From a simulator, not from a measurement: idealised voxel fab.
The following is a process module called voxel spacer lines.
For reference, the cross-section in this document is cut, with width 150 nm and square cells of 5 nm.
Cross-section = grid of square cells, listed top down in bands; band = one or more rows. Basically the band line says how high the top is and how high the bottom is, in nm, and then what's in it from left to right, every material with its width in nm. Empty space shows up as "air", and if a single material carries "all across" it runs the full band edge to edge. Measure heights from 0. That's the level where, below it, the as-received wafer is all one material. The lowest band is bottomless and extends downward; write it as in "top 0, no bottom". Width "30 to 40": first value at the band's top row of cells, second value at its bottom row, equal change from row to row. When a step is marked "no change occurred", none of the cells in the cross-section changed during that step. Any empty space of 8 cells or more lacking an open way to the top shows up in "Closed cavity list" as width x height at distance, distance from the left edge, in nm. Read whatever lies past the settings on a step's line as the simulator's own remark about the step. Each step line may optionally specify "overlay nm", which for a step with a mask gives the rightward distance between the mask's planned place and where it lay, a negative value indicating the leftward direction.

-- plan
| 1 | RECEIVE,material Si |
| 2 | CONFORMAL_DEP,material Al2O3,thk nm 5 |
| 3 | DIRECTIONAL_DEP,material W,thk nm 10 |
| 4 | DIRECTIONAL_DEP,material polySi,thk nm 20 |
| 5 | PATTERN,tone cover,mask id MANDREL,material resist,width nm 15,pitch nm 50,thk nm 25,overlay nm -15 |
| 6 | DIRECTIONAL_ETCH,etch materials polySi,depth nm 20 |
| 7 | STRIP,etch materials resist |
| 8 | CONFORMAL_DEP,material SiN,thk nm 10 |
| 9 | DIRECTIONAL_ETCH,etch materials SiN,depth nm 10 |
| 10 | STRIP,etch materials polySi |
| 11 | DIRECTIONAL_ETCH,etch materials W,depth nm 10 |
| 12 | STRIP,etch materials SiN |
| 13 | FILL_DEP,material SiO2,thk nm 5 |
| 14 | CMP,height nm 15 |
For clarity, it should be stated that the wafers under discussion commence in an identical condition and differ with respect to the overlay nm of step 5, the plan indicating the value that the first wafer had.

-- First of several wafers (as received, post step 1), cross-sectional view
  top 0, no bottom  Si all across
  Closed cavity list: none

-- wafer rows; end of module; cells per material since receipt: (+) gained, (-) lost; then closed voids
overlay nm -15 | +30 Al2O3 | +44 SiO2 | +16 W | Closed cavity list: none
overlay nm -10 | +30 Al2O3 | +44 SiO2 | +16 W | Closed cavity list: none
overlay nm -5 | +30 Al2O3 | +44 SiO2 | +16 W | Closed cavity list: none
overlay nm 0 | +30 Al2O3 | +44 SiO2 | +16 W | Closed cavity list: none
overlay nm 5 | +30 Al2O3 | +44 SiO2 | +16 W | Closed cavity list: none
overlay nm 10 | +30 Al2O3 | +44 SiO2 | +16 W | Closed cavity list: none
overlay nm 15 | +30 Al2O3 | +44 SiO2 | +16 W | Closed cavity list: none
